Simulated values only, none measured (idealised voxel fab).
The document below concerns the process module designated voxel released beams.
It is cross-section cut that appears here, measuring 150 nm in width, its square cells being 5 nm in size.
Cross-section layout: square cells on a grid; listed as bands, top to bottom; a band spans one or more cell rows.
What a band's entry tells you: where the top is and where the bottom is, as heights in nm, and after that what lies inside, material by material from left to right, each with its width in nm. Empty space is written as the word "empty", and a single material marked with the word "all across" occupies the band from edge to edge.
The level at which height equals 0 is the one under which the wafer, as it arrives, is entirely one material. No lower edge exists for the bottom band, which continues downward and is notated as in "0 down".
A width given as "30 to 40" starts at the first number in the band's top row and ends at the second number in its bottom row, shifting by an equal amount at every step from row to row.
The cross-section has no changed cell in any step marked "stayed the same".
Entry "Closed void register". Content: empty spaces with no open connection to the top, size 8 cells or greater. Each: width x height at distance. Distance: from left edge. Unit: nm.
What comes after the settings on a step's line is commentary from the simulator itself on that step.
When a step includes a mask, the "overlay nm" setting on its line states how far to the right of its planned place that mask lay, and negative values state how far to the left.
# These are the steps we planned for the process
| 1 | RECEIVE (material Si) |
| 2 | CONFORMAL_DEP (material Al2O3; thk nm 10) |
| 3 | DIRECTIONAL_DEP (material SiO2; thk nm 10) |
| 4 | PATTERN (tone open; mask id ANCHOR; material resist; width nm 35; thk nm 15; overlay nm 0) |
| 5 | DIRECTIONAL_ETCH (etch materials SiO2; depth nm 10) |
| 6 | STRIP (etch materials resist) |
| 7 | CONFORMAL_DEP (material polySi; thk nm 10) |
| 8 | MASKED_ETCH (tone cover; mask id BEAM; width nm 80; etch materials polySi; depth nm 10; overlay nm 0) |
| 9 | STRIP (etch materials SiO2) |
# This is the cross-section of the wafer as we received it, i.e. after step 1
    0 down = Si all across
    Closed void register: none
# Starting structure and process plan are as shown above, but one mistake was made in running the module; the wafer cross-section at the end of the module follows
    30 to 20 = empty=35; polySi=10; empty=15; polySi=55; empty=35
    20 to 10 = empty=35; polySi=35; empty=80
    10 to 0 = Al2O3 all across
    0 down = Si all across
    Closed void register: none
Short version of what went wrong: in deviation from the planned setting, step 8 was conducted as MASKED_ETCH (tone cover; mask id BEAM; width nm 80; etch materials polySi; depth nm 10; overlay nm 5)
